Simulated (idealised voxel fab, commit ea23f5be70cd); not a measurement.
process module | voxel ribs on slabs
cross-section cut | 200 nm wide | cells 5 nm
A cross-section is a grid of square cells, given in bands from the top down. A band is one or more rows of cells.
Each band's line starts with the height of the band's top and of its bottom, in nm. Then come its materials from left to right, each with its width in nm. One material with "throughout" fills the band from edge to edge. "air" is empty space.
Height 0 is the level under which the wafer as received is all one material. The lowest band goes on downwards, as in "0 down".
A width such as "30 to 40" changes by the same amount from each row of cells to the next, from the band's top row to its bottom row.
"no change" after a step means that no cell of the cross-section changed.
closed voids: empty space of 8 cells or more with no open way to the top, each as width x height at its distance from the left edge, in nm
after a step's settings: what the simulator itself notes on the step
overlay nm, on a step with a mask: how far to the right of its planned place the mask lay; to the left if negative
plan
1 op RECEIVE | material Si
2 op DIRECTIONAL_DEP | material SiO2 | thk nm 25
3 op DIRECTIONAL_DEP | material SiN | thk nm 25
4 op MASKED_ETCH | tone cover | mask id RIB | width nm 25 | etch materials SiN | depth nm 20 | overlay nm 0
5 op DIRECTIONAL_DEP | material aC | thk nm 15
6 op PATTERN | tone cover | mask id SLAB | material resist | width nm 55 | thk nm 30 | overlay nm 0
7 op DIRECTIONAL_ETCH | etch materials aC | depth nm 15
8 op STRIP | etch materials resist
9 op DIRECTIONAL_ETCH | etch materials SiN | depth nm 5
10 op STRIP | etch materials aC
11 op FILL_DEP | material SiO2 | thk nm 20
12 op CMP | height nm 60
13 op DIRECTIONAL_DEP | material W | thk nm 5
14 op MASKED_ETCH | tone cover | mask id HEATER | width nm 35 | etch materials W | depth nm 5 | overlay nm 0
15 op CONFORMAL_DEP | material SiN | thk nm 10
as received, after step 1
  0 down: Si throughout
  closed voids: none
a wafer at the end: this start, this plan, one mistake
  75 to 70: air 70 | SiN 55 | air 75
  70 to 65: SiN throughout
  65 to 60: SiN 80 | W 35 | SiN 85
  60 to 50: SiO2 throughout
  50 to 30: SiO2 85 | SiN 30 | SiO2 85
  30 to 25: SiO2 70 | SiN 55 | SiO2 75
  25 to 0: SiO2 throughout
  0 down: Si throughout
  closed voids: none
what went wrong: step 4 ran as: op MASKED_ETCH | tone cover | mask id RIB | width nm 30 | etch materials SiN | depth nm 20 | overlay nm 0
